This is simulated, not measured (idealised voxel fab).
process module | voxel transistor to metal
cross-section cut | 180 nm wide | cells 5 nm
A cross-section is a grid of square cells, given in bands from the top down. A band is one or more rows of cells.
Each band's line starts with the height of the band's top and of its bottom, in nm. Then come its materials from left to right, each with its width in nm. One material with "throughout" fills the band from edge to edge. "air" is empty space.
Height 0 is the level under which the wafer as received is all one material. The lowest band goes on downwards, as in "0 down".
A width such as "30 to 40" changes by the same amount from each row of cells to the next, from the band's top row to its bottom row.
"no change" after a step means that no cell of the cross-section changed.
closed voids: empty space of 8 cells or more with no open way to the top, each as width x height at its distance from the left edge, in nm
after a step's settings: what the simulator itself notes on the step
overlay nm, on a step with a mask: how far to the right of its planned place the mask lay; to the left if negative
plan
1 op RECEIVE | material Si
2 op CONFORMAL_DEP | material SiO2 | thk nm 5
3 op CONFORMAL_DEP | material SiN | thk nm 10
4 op MASKED_ETCH | tone cover | mask id ACTIVE | width nm 115 | etch materials SiN | depth nm 10 | overlay nm 0
5 op MASKED_ETCH | tone cover | mask id ACTIVE | width nm 115 | etch materials SiO2 | depth nm 5 | overlay nm 0
6 op MASKED_ETCH | tone cover | mask id ACTIVE | width nm 115 | etch materials Si | depth nm 30 | overlay nm 0
7 op OXIDIZE | depth nm 5
8 op FILL_DEP | material SiO2 | thk nm 10
9 op CMP | height nm 15
10 op SELECTIVE_ETCH | etch materials SiO2 | depth nm 5
11 op STRIP | etch materials SiN
12 op SELECTIVE_ETCH | etch materials SiO2 | depth nm 5
13 op OXIDIZE | depth nm 5
14 op DIRECTIONAL_DEP | material polySi | thk nm 30
15 op DIRECTIONAL_DEP | material SiCN | thk nm 15
16 op MASKED_ETCH | tone cover | mask id GATE | width nm 25 | etch materials SiCN | depth nm 25 | overlay nm 0
17 op MASKED_ETCH | tone cover | mask id GATE | width nm 25 | etch materials polySi | depth nm 40 | overlay nm 0
18 op CONFORMAL_DEP | material SiO2 | thk nm 5
19 op DIRECTIONAL_ETCH | etch materials SiO2 | depth nm 5
20 op CONFORMAL_DEP | material SiN | thk nm 10
21 op DIRECTIONAL_ETCH | etch materials SiN | depth nm 10
22 op DIRECTIONAL_ETCH | etch materials SiO2 | depth nm 5
23 op EPI | material SiGe | thk nm 5
24 op FILL_DEP | material SiO2 | thk nm 5
25 op CMP | height nm 45
26 op DIRECTIONAL_DEP | material SiO2 | thk nm 10
27 op PATTERN | tone open | mask id CONTACT | material resist | width nm 35 | pitch nm 70 | thk nm 15 | overlay nm 0
28 op DIRECTIONAL_ETCH | etch materials SiO2 | depth nm 55
29 op STRIP | etch materials resist
30 op CONFORMAL_DEP | material TiN | thk nm 5
31 op FILL_DEP | material Ru | thk nm 10
32 op CMP | height nm 55
33 op CONFORMAL_DEP | material SiCN | thk nm 5
34 op DIRECTIONAL_DEP | material SiO2 | thk nm 25
35 op PATTERN | tone open | mask id METAL_1 | material resist | width nm 20 | pitch nm 85 | thk nm 15 | overlay nm 0
36 op DIRECTIONAL_ETCH | etch materials SiO2 | depth nm 25
37 op DIRECTIONAL_ETCH | etch materials SiCN | depth nm 5
38 op STRIP | etch materials resist
39 op CONFORMAL_DEP | material TiN | thk nm 5
40 op FILL_DEP | material Ru | thk nm 5
41 op CMP | height nm 85
42 op CONFORMAL_DEP | material SiCN | thk nm 5
43 op DIRECTIONAL_DEP | material lowk | thk nm 30
44 op PATTERN | tone open | mask id METAL_2 | material resist | width nm 20 | pitch nm 85 | thk nm 15 | overlay nm 0
45 op DIRECTIONAL_ETCH | etch materials lowk | depth nm 15
46 op STRIP | etch materials resist
47 op DIRECTIONAL_DEP | material aC | thk nm 10
48 op PATTERN | tone open | mask id METAL_2_HOLES | material resist | width nm 15 | pitch nm 85 | thk nm 25 | overlay nm 0
49 op DIRECTIONAL_ETCH | etch materials aC | depth nm 10
50 op STRIP | etch materials resist
51 op DIRECTIONAL_ETCH | etch materials lowk | depth nm 15
52 op DIRECTIONAL_ETCH | etch materials SiCN | depth nm 5
53 op STRIP | etch materials aC
54 op CONFORMAL_DEP | material TiN | thk nm 5
55 op FILL_DEP | material Ru | thk nm 5
56 op CMP | height nm 120
57 op CONFORMAL_DEP | material SiCN | thk nm 5
as received, after step 1
  0 down: Si throughout
  closed voids: none
a wafer at the end: this start, this plan, one mistake
  125 to 120: SiCN throughout
  120 to 110: lowk 25 | TiN 5 | Ru 15 | TiN 5 | lowk 60 | TiN 5 | Ru 15 | TiN 5 | lowk 45
  110 to 105: lowk 25 | TiN 25 | lowk 60 | TiN 25 | lowk 45
  105 to 90: lowk 35 | TiN 10 | lowk 75 | TiN 10 | lowk 50
  90 to 85: SiCN 35 | TiN 10 | SiCN 75 | TiN 10 | SiCN 50
  85 to 60: SiO2 35 | TiN 5 | Ru 10 | TiN 5 | SiO2 65 | TiN 5 | Ru 10 | TiN 5 | SiO2 40
  60 to 55: SiCN 35 | TiN 20 | SiCN 65 | TiN 20 | SiCN 40
  55 to 45: SiO2 35 | TiN 5 | Ru 25 to 15 | TiN 5 to 15 | SiO2 35 | TiN 5 to 15 | Ru 25 to 15 | TiN 5 | SiO2 40
  45 to 30: SiO2 35 | TiN 5 | Ru 15 | TiN 5 | SiN 10 | SiO2 5 | SiCN 25 | SiO2 5 | SiN 10 | TiN 5 | Ru 15 | TiN 5 | SiO2 40
  30 to 10: SiO2 35 | TiN 5 | Ru 15 | TiN 5 | SiN 10 | SiO2 5 | polySi 25 | SiO2 5 | SiN 10 | TiN 5 | Ru 15 | TiN 5 | SiO2 40
  10 to 5: SiO2 35 | TiN 10 | Ru 10 | TiN 5 | SiN 10 | SiO2 5 | polySi 25 | SiO2 5 | SiN 10 | TiN 5 | Ru 10 | TiN 10 | SiO2 40
  5 to 0: SiO2 30 | SiN 10 | TiN 20 | SiN 10 | SiO2 5 | polySi 25 | SiO2 5 | SiN 10 | TiN 20 | SiN 10 | SiO2 35
  0 to -5: SiO2 40 | SiGe 20 | SiO2 55 | SiGe 20 | SiO2 45
  -5 to -35: SiO2 35 | Si 105 | SiO2 40
  -35 down: Si throughout
  closed voids: none
what went wrong: step 44 ran as: op PATTERN | tone open | mask id METAL_2 | material resist | width nm 20 | pitch nm 85 | thk nm 15 | overlay nm -10
